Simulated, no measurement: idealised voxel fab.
A process module follows: voxel trench capacitor.
This is section cut - it's 140 nm across, gridded in 5 nm square cells.
Cross-section = grid of square cells, listed top down in bands; band = one or more rows.
What a band's entry tells you: where the top is and where the bottom is, as heights in nm, and after that what lies inside, material by material from left to right, each with its width in nm. Empty space is written as the word "empty", and a single material marked with the word "everywhere" occupies the band from edge to edge.
Measure heights from 0. That's the level where, below it, the as-received wafer is all one material. The lowest band is bottomless and extends downward; write it as in "0 down".
Read "30 to 40" as a graded width: first number on top, second number at the bottom, same change between each pair of neighbouring rows.
Step note "remains unaltered" = no cross-section cell changed.
For the entry "Closed-off voids", the listed items are empty spaces with no open way to the top whose size is 8 cells or more; each item follows the pattern width x height at distance, where distance is from the left edge and all three are in nm.
Post-settings text on a step line: simulator's own remark regarding the step.
When a step includes a mask, the "overlay nm" setting on its line states how far to the right of its planned place that mask lay, and negative values state how far to the left.

Listed below are the process steps as planned:
step 1: op RECEIVE | material Si
step 2: op CONFORMAL_DEP | material SiN | thk nm 10
step 3: op DIRECTIONAL_DEP | material aC | thk nm 10
step 4: op PATTERN | tone open | mask id TRENCH | material resist | width nm 15 | pitch nm 35 | thk nm 25 | overlay nm 0
step 5: op DIRECTIONAL_ETCH | etch materials aC | depth nm 10
step 6: op STRIP | etch materials resist
step 7: op DIRECTIONAL_ETCH | etch materials SiN | depth nm 10
step 8: op DIRECTIONAL_ETCH | etch materials Si | depth nm 25
step 9: op STRIP | etch materials aC
step 10: op CONFORMAL_DEP | material SiO2 | thk nm 5
step 11: op FILL_DEP | material polySi | thk nm 10
step 12: op CMP | height nm 10

Cross-section of the incoming wafer, state after step 1:
  0 down = Si everywhere
  Closed-off voids: none

Starting structure and process plan are as shown above, but one mistake was made in running the module; the wafer cross-section at the end of the module follows:
  25 to 15 = polySi everywhere
  15 to 10 = 30 SiO2  5 polySi  30 SiO2  5 polySi  30 SiO2  5 polySi  35 SiO2
  10 to 0 = 25 SiN  5 SiO2  5 polySi  5 SiO2  20 SiN  5 SiO2  5 polySi  5 SiO2  20 SiN  5 SiO2  5 polySi  5 SiO2  30 SiN
  0 to -20 = 25 Si  5 SiO2  5 polySi  5 SiO2  20 Si  5 SiO2  5 polySi  5 SiO2  20 Si  5 SiO2  5 polySi  5 SiO2  30 Si
  -20 to -25 = 25 Si  15 SiO2  20 Si  15 SiO2  20 Si  15 SiO2  30 Si
  -25 down = Si everywhere
  Closed-off voids: none
Finding, execution versus plan: the plan's step 12 was left out and never carried out
